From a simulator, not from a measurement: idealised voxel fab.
Process module under the name voxel capacitor over wiring
Displayed cross-section: cut, width of 225 nm, square cells sized 5 nm.
Each cross-section below is a grid of square cells, stated as bands in top-down order, with one or more rows of cells making up each band. Band entry format. Leading values: height of top, height of bottom, nm. Remainder: materials in left-to-right order, each with its width in nm. Special words: "all across" on a single material, which then fills the band edge to edge; "blank", empty space. Ref level 0: as-received wafer is one material below here. Bottom band extends down with no lower bound ("z 0 and below"). A two-number width, for instance "30->40", indicates that the width is equal to the first number in the top row of the band and to the second number in the bottom row, and that it changes by a constant amount per row of cells. Basically "no change" means that step didn't change any cell in the cross-section. Voids not open to the top, 8 cells minimum: see "Closed cavity list". Written width x height at distance; distance is from the left edge; nm. It should be noted that, on the line of a given step, the content following the step's settings is a remark produced by the simulator itself with respect to that step. A step's line can hold "overlay nm"; with a mask on that step, the setting says how far right of the planned place the mask lay, while a negative setting says it lay to the left.
# Steps planned for the process
step 1: RECEIVE: material Si
step 2: CONFORMAL_DEP: material SiO2, thk nm 15
step 3: CONFORMAL_DEP: material SiCN, thk nm 5
step 4: DIRECTIONAL_DEP: material SiO2, thk nm 20
step 5: PATTERN: tone open, mask id METAL_1, material resist, width nm 30, pitch nm 95, thk nm 15, overlay nm 0
step 6: DIRECTIONAL_ETCH: etch materials SiO2, depth nm 20
step 7: DIRECTIONAL_ETCH: etch materials SiCN, depth nm 5
step 8: STRIP: etch materials resist
step 9: CONFORMAL_DEP: material TiN, thk nm 5
step 10: FILL_DEP: material Cu, thk nm 10
step 11: CMP: height nm 40
step 12: EPI: material Ru, thk nm 5
step 13: FILL_DEP: material SiCN, thk nm 5
step 14: DIRECTIONAL_DEP: material lowk, thk nm 15
step 15: MASKED_ETCH: tone open, mask id PLUG_1, width nm 15, etch materials lowk, depth nm 15, overlay nm 0
step 16: MASKED_ETCH: tone open, mask id PLUG_1, width nm 15, etch materials SiCN, depth nm 5, overlay nm 0
step 17: CONFORMAL_DEP: material TiN, thk nm 5
step 18: FILL_DEP: material Ru, thk nm 10
step 19: CMP: height nm 65
step 20: DIRECTIONAL_DEP: material TiN, thk nm 5
step 21: DIRECTIONAL_DEP: material SiN, thk nm 5
step 22: DIRECTIONAL_DEP: material TiN, thk nm 10
step 23: PATTERN: tone cover, mask id UPPER_PLATE, material resist, width nm 70, thk nm 15, overlay nm 0
step 24: DIRECTIONAL_ETCH: etch materials TiN, depth nm 10
step 25: DIRECTIONAL_ETCH: etch materials SiN, depth nm 5
step 26: STRIP: etch materials resist
step 27: PATTERN: tone cover, mask id LOWER_PLATE, material resist, width nm 80, thk nm 20, overlay nm 0
step 28: DIRECTIONAL_ETCH: etch materials TiN, depth nm 5
step 29: STRIP: etch materials resist
step 30: FILL_DEP: material SiO2, thk nm 20
step 31: CMP: height nm 100
step 32: DIRECTIONAL_DEP: material aC, thk nm 10
step 33: PATTERN: tone open, mask id PLUG_2, material resist, width nm 15, thk nm 30, overlay nm 0
step 34: DIRECTIONAL_ETCH: etch materials aC, depth nm 10
step 35: STRIP: etch materials resist
step 36: DIRECTIONAL_ETCH: etch materials SiO2, depth nm 15
step 37: STRIP: etch materials aC
step 38: CONFORMAL_DEP: material TiN, thk nm 5
step 39: FILL_DEP: material W, thk nm 5
step 40: CMP: height nm 100
step 41: CONFORMAL_DEP: material SiCN, thk nm 5
It is noted that the wafers described herein are identical at the outset and are distinguished by the width nm of step 15; the value stated in the plan corresponds to the first wafer.
# First of several wafers, received after step 1, in cross-section
- z 0 and below = Si all across
- Closed cavity list: none
# Each row below is a wafer at the end of the module, listing for every material the number of cells it has gained (+) or lost (-) since it was received, followed by its closed voids
width nm 15; +32 Cu; +19 Ru; +149 SiCN; +14 SiN; +515 SiO2; +88 TiN; +2 W; +126 lowk; Closed cavity list: none
width nm 20; +32 Cu; +21 Ru; +149 SiCN; +14 SiN; +515 SiO2; +89 TiN; +2 W; +123 lowk; Closed cavity list: none
width nm 25; +32 Cu; +23 Ru; +149 SiCN; +14 SiN; +515 SiO2; +90 TiN; +2 W; +120 lowk; Closed cavity list: none
width nm 30; +32 Cu; +25 Ru; +149 SiCN; +14 SiN; +515 SiO2; +91 TiN; +2 W; +117 lowk; Closed cavity list: none
